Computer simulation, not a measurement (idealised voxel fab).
Module name: voxel spacer lines (process module)
The cross-section on display is named cut; it measures 265 nm wide, and its cells are 5 nm squares.
When this document writes out a cross-section, it uses a grid of square cells and lists it as bands, beginning at the top and moving down, with a band standing for one or more rows of cells. It is stipulated that each band's entry specify, in nanometres, the height of the top of the band and then that of its bottom, followed by the materials of the band in left-to-right sequence, each together with its width in nanometres. A single material marked by the word "edge to edge" is understood to fill the band from edge to edge; the word "empty" is understood to denote empty space. Height reference: 0 = level under which incoming wafer is all one material. Lowest band: no bottom, runs on downward, e.g. "z 0 and below". A width given as "30 to 40" starts at the first number in the band's top row and ends at the second number in its bottom row, shifting by an equal amount at every step from row to row. "everything unchanged" means the step left every cell of the cross-section as it was. Closed void list: empty space of 8 cells or more with no open way to the top, each as width x height at its distance from the left edge, in nm. If you see something after the settings on a step's line, that's the simulator's own remark about that step. overlay nm: right-of-plan distance of the mask on a masked step; negative values mean left-of-plan.
Listed below are the process steps as planned
1 RECEIVE | material Si
2 CONFORMAL_DEP | material Al2O3 | thk nm 10
3 DIRECTIONAL_DEP | material TiN | thk nm 10
4 DIRECTIONAL_DEP | material aC | thk nm 25
5 PATTERN | tone cover | mask id MANDREL | material resist | width nm 20 | pitch nm 70 | thk nm 35 | overlay nm 0
6 DIRECTIONAL_ETCH | etch materials aC | depth nm 25
7 STRIP | etch materials resist
8 CONFORMAL_DEP | material SiO2 | thk nm 5
9 DIRECTIONAL_ETCH | etch materials SiO2 | depth nm 15
10 STRIP | etch materials aC
11 DIRECTIONAL_ETCH | etch materials TiN | depth nm 10
12 STRIP | etch materials SiO2
All wafers enter the flow in the same state. The thk nm at step 8 differs from wafer to wafer, and the plan gives the value for the first wafer.
This is how the first of several wafers looked in cross-section when it arrived, which is after step 1
z 0 and below: Si edge to edge
Closed void list: none
Last step of the module is step 12; after it, the first of several wafers in cross-section
z 20 to 10: empty 45  TiN 5  empty 20  TiN 5  empty 40  TiN 5  empty 20  TiN 5  empty 40  TiN 5  empty 20  TiN 5  empty 50
z 10 to 0: Al2O3 edge to edge
z 0 and below: Si edge to edge
Closed void list: none
X-section, last wafer, module end
z 45 to 20: empty 50  aC 20  empty 50  aC 20  empty 50  aC 20  empty 55
z 20 to 10: TiN edge to edge
z 10 to 0: Al2O3 edge to edge
z 0 and below: Si edge to edge
Closed void list: none
Take any row and you have a wafer at the end of the module: how many cells of each material it has gained (+) or lost (-) since it was received, and then its closed voids
thk nm 5; +106 Al2O3; +12 TiN; Closed void list: none
thk nm 10; +106 Al2O3; +24 TiN; Closed void list: none
thk nm 15; +106 Al2O3; +36 TiN; Closed void list: none
thk nm 20; +106 Al2O3; +106 TiN; +60 aC; Closed void list: none
thk nm 25; +106 Al2O3; +106 TiN; +60 aC; Closed void list: none
thk nm 30; +106 Al2O3; +106 TiN; +60 aC; Closed void list: none
